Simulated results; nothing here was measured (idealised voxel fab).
A process module follows: voxel plated lines.
Cross-sectional view cut (width: 140 nm; square cell size: 5 nm).
How to read a cross-section here: the picture is a grid of square cells, written as bands going from the top down, and any band can span one or more rows of cells.
Heights first: top, then bottom, in nm. Then materials, left to right, each with a width in nm. "full width" on a single material: fills the band edge to edge. "air": empty space.
Height is counted from the level 0, under which the received wafer is composed throughout of one material. The lowest of the bands is not closed at the bottom but continues downward, in the notation "0..down".
The width entry "30->40" should be interpreted row by row: the top row of cells in the band takes the first number, the bottom row takes the second number, and the change between adjacent rows is uniform throughout.
The cross-section has no changed cell in any step marked "nothing changed".
Closed-off voids of 8+ cells (no open route to the top) go in "Enclosed empty spaces", written width x height at distance from the left edge, in nm.
On a step's line, text after the settings is the simulator commenting on that step.
"overlay nm" denotes, for a step that has a mask, the displacement of the mask to the right of its planned place, with negative values corresponding to the left.
Set out below are the planned steps of the process
- 1: RECEIVE | material Si
- 2: CONFORMAL_DEP | material Al2O3 | thk nm 5
- 3: DIRECTIONAL_DEP | material TiN | thk nm 5
- 4: PATTERN | tone open | mask id LINES | material resist | width nm 20 | pitch nm 35 | thk nm 15 | overlay nm 0
- 5: EPI | material Ru | thk nm 5
- 6: STRIP | etch materials resist
- 7: DIRECTIONAL_ETCH | etch materials TiN | depth nm 5
- 8: CONFORMAL_DEP | material SiCN | thk nm 10
So this is the incoming wafer in cross-section - it's already been through step 1
- 0..down  Si full width
- Enclosed empty spaces: none
First of two wafers at the end of the module, shown in cross-section; run carried out as planned
- 25..15  air 15 nm | SiCN 110 nm | air 15 nm
- 15..10  SiCN 25 nm | Ru 20 nm | SiCN 15 nm | Ru 20 nm | SiCN 15 nm | Ru 20 nm | SiCN 25 nm
- 10..5  SiCN 25 nm | TiN 20 nm | SiCN 15 nm | TiN 20 nm | SiCN 15 nm | TiN 20 nm | SiCN 25 nm
- 5..0  Al2O3 full width
- 0..down  Si full width
- Enclosed empty spaces: none
Second wafer through the module, sectioned at the end: same beginning and same plan as the first wafer, with one mistake in carrying it out
- 25..15  air 10 nm | SiCN 110 nm | air 20 nm
- 15..10  SiCN 20 nm | Ru 20 nm | SiCN 15 nm | Ru 20 nm | SiCN 15 nm | Ru 20 nm | SiCN 30 nm
- 10..5  SiCN 20 nm | TiN 20 nm | SiCN 15 nm | TiN 20 nm | SiCN 15 nm | TiN 20 nm | SiCN 30 nm
- 5..0  Al2O3 full width
- 0..down  Si full width
- Enclosed empty spaces: none
Want to know what went wrong? so step 4 ended up running with a different setting than we planned, it ran as PATTERN | tone open | mask id LINES | material resist | width nm 20 | pitch nm 35 | thk nm 15 | overlay nm -5
Upon completion, the cell count for each material on the second wafer equals that on the first, whereas the spatial distribution of those cells differs.
